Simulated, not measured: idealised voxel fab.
process module | voxel tone inversion
cross-section cut | 190 nm wide | cells 5 nm
A cross-section is a grid of square cells, given in bands from the top down. A band is one or more rows of cells.
Each band's line starts with the height of the band's top and of its bottom, in nm. Then come its materials from left to right, each with its width in nm. One material with "throughout" fills the band from edge to edge. "air" is empty space.
Height 0 is the level under which the wafer as received is all one material. The lowest band goes on downwards, as in "0 down".
A width such as "30 to 40" changes by the same amount from each row of cells to the next, from the band's top row to its bottom row.
"no change" after a step means that no cell of the cross-section changed.
closed voids: empty space of 8 cells or more with no open way to the top, each as width x height at its distance from the left edge, in nm
after a step's settings: what the simulator itself notes on the step
overlay nm, on a step with a mask: how far to the right of its planned place the mask lay; to the left if negative
plan
1 op RECEIVE | material Si
2 op CONFORMAL_DEP | material SiN | thk nm 10
3 op DIRECTIONAL_DEP | material polySi | thk nm 15
4 op PATTERN | tone cover | mask id POSTS | material resist | width nm 15 | pitch nm 45 | thk nm 25 | overlay nm 0
5 op DIRECTIONAL_ETCH | etch materials polySi | depth nm 15
6 op STRIP | etch materials resist
7 op FILL_DEP | material SiO2 | thk nm 5
8 op CMP | height nm 25
9 op STRIP | etch materials polySi
varied across the wafers: width nm of step 4. The plan shows the first wafer's value. All wafers start alike
first wafer as received, after step 1
  0 down: Si throughout
  closed voids: none
each wafer at the end: cells of each material gained (+) or lost (-) since it was received, then its closed voids
width nm 15 | +76 SiN | +78 SiO2 | closed voids: none
width nm 20 | +76 SiN | +66 SiO2 | closed voids: none
width nm 25 | +76 SiN | +54 SiO2 | closed voids: none
